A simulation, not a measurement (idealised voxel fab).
The name of this process module is voxel spacer lines.
Cross-sectional view cut (width: 175 nm; square cell size: 5 nm).
How to read a cross-section here: the picture is a grid of square cells, written as bands going from the top down, and any band can span one or more rows of cells. First you get the band's top height and its bottom height, in nm, and then the materials it's made of, left to right, with each width in nm. If you see a single material with "edge to edge", that one covers the band edge to edge. "blank" is empty space. Beneath 0, the wafer as received is one material, and that level is where height counting begins. The lowest band goes on downward without a bottom; it is written like "from 0 down". It should be noted that a width expressed as "30..40" varies in equal increments from row to row of cells within the band, taking the value of the first number at the top row and that of the second number at the bottom row. "nothing was modified" (step): cross-section cells unchanged, all of them. "Enclosed internal voids" specifies each empty space that is not open to the top and that occupies no fewer than 8 cells, using the form width x height at distance, the distance measured from the left edge and all three quantities in nm. Whatever follows a step's settings on its line is a remark the simulator itself makes about that step. Steps that use a mask can have "overlay nm" on their line. It says how far the mask sat to the right of where it was meant to be. Negative means to the left.

Planned step list for the process:
1. RECEIVE: material Si
2. CONFORMAL_DEP: material Al2O3, thk nm 5
3. DIRECTIONAL_DEP: material SiN, thk nm 10
4. DIRECTIONAL_DEP: material polySi, thk nm 30
5. PATTERN: tone cover, mask id MANDREL, material resist, width nm 15, pitch nm 50, thk nm 35, overlay nm 0
6. DIRECTIONAL_ETCH: etch materials polySi, depth nm 30
7. STRIP: etch materials resist
8. CONFORMAL_DEP: material SiO2, thk nm 10
9. DIRECTIONAL_ETCH: etch materials SiO2, depth nm 10
10. STRIP: etch materials polySi
11. DIRECTIONAL_ETCH: etch materials SiN, depth nm 10
12. STRIP: etch materials SiO2
13. FILL_DEP: material SiO2, thk nm 5
14. CMP: height nm 15

First of two wafers, processed according to plan:

Shown in cross-section is the wafer as received, that is, as it stands after step 1:
  from 0 down: Si edge to edge
  Enclosed internal voids: none

State of the wafer after step 2, shown in cross-section:
  from 5 to 0: Al2O3 edge to edge
  Below 0, the layers are the same as they were.

State of the wafer after step 3, shown in cross-section:
  from 15 to 5: SiN edge to edge
  Below 5, the layers are the same as they were.

State of the wafer after step 4, shown in cross-section:
  from 45 to 15: polySi edge to edge
  Below 15, the layers are the same as they were.

State of the wafer after step 5, shown in cross-section:
  from 80 to 45: blank=55 | resist=15 | blank=35 | resist=15 | blank=55
  Below 45, the layers are the same as they were.

State of the wafer after step 6, shown in cross-section:
  from 80 to 45: blank=55 | resist=15 | blank=35 | resist=15 | blank=55
  from 45 to 15: blank=55 | polySi=15 | blank=35 | polySi=15 | blank=55
  Below 15, the layers are the same as they were.

State of the wafer after step 7, shown in cross-section:
  from 45 to 15: blank=55 | polySi=15 | blank=35 | polySi=15 | blank=55
  Below 15, the layers are the same as they were.

State of the wafer after step 8, shown in cross-section:
  from 55 to 45: blank=45 | SiO2=35 | blank=15 | SiO2=35 | blank=45
  from 45 to 25: blank=45 | SiO2=10 | polySi=15 | SiO2=10 | blank=15 | SiO2=10 | polySi=15 | SiO2=10 | blank=45
  from 25 to 15: SiO2=55 | polySi=15 | SiO2=35 | polySi=15 | SiO2=55
  Below 15, the layers are the same as they were.

State of the wafer after step 9, shown in cross-section:
  from 45 to 15: blank=45 | SiO2=10 | polySi=15 | SiO2=10 | blank=15 | SiO2=10 | polySi=15 | SiO2=10 | blank=45
  Below 15, the layers are the same as they were.

State of the wafer after step 10, shown in cross-section:
  from 45 to 15: blank=45 | SiO2=10 | blank=15 | SiO2=10 | blank=15 | SiO2=10 | blank=15 | SiO2=10 | blank=45
  Below 15, the layers are the same as they were.

State of the wafer after step 11, shown in cross-section:
  from 45 to 15: blank=45 | SiO2=10 | blank=15 | SiO2=10 | blank=15 | SiO2=10 | blank=15 | SiO2=10 | blank=45
  from 15 to 5: blank=45 | SiN=10 | blank=15 | SiN=10 | blank=15 | SiN=10 | blank=15 | SiN=10 | blank=45
  Below 5, the layers are the same as they were.

State of the wafer after step 12, shown in cross-section:
  from 15 to 5: blank=45 | SiN=10 | blank=15 | SiN=10 | blank=15 | SiN=10 | blank=15 | SiN=10 | blank=45
  Below 5, the layers are the same as they were.

State of the wafer after step 13, shown in cross-section:
  from 20 to 15: SiO2 edge to edge
  from 15 to 5: SiO2=45 | SiN=10 | SiO2=15 | SiN=10 | SiO2=15 | SiN=10 | SiO2=15 | SiN=10 | SiO2=45
  Below 5, the layers are the same as they were.

State of the wafer after step 14, shown in cross-section:
  from 15 to 5: SiO2=45 | SiN=10 | SiO2=15 | SiN=10 | SiO2=15 | SiN=10 | SiO2=15 | SiN=10 | SiO2=45
  Below 5, the layers are the same as they were.

Wafer two. Same start, same plan, one slip in execution. Same as wafer one through step 12, inclusive:

Cross-section, second wafer, at the end time the plan gives for step 13:
  from 20 to 15: polySi edge to edge
  from 15 to 5: polySi=45 | SiN=10 | polySi=15 | SiN=10 | polySi=15 | SiN=10 | polySi=15 | SiN=10 | polySi=45
  Below 5, the layers are the same as they were.

Cross-section, second wafer, at the end time the plan gives for step 14:
  from 15 to 5: polySi=45 | SiN=10 | polySi=15 | SiN=10 | polySi=15 | SiN=10 | polySi=15 | SiN=10 | polySi=45
  Below 5, the layers are the same as they were.
What was the processing mistake? not per plan at step 13, really ran FILL_DEP: material polySi, thk nm 5
Looking at both finished wafers in cells, the second ends up ahead of or behind the first on some materials: 54 fewer of SiO2, 54 more of polySi
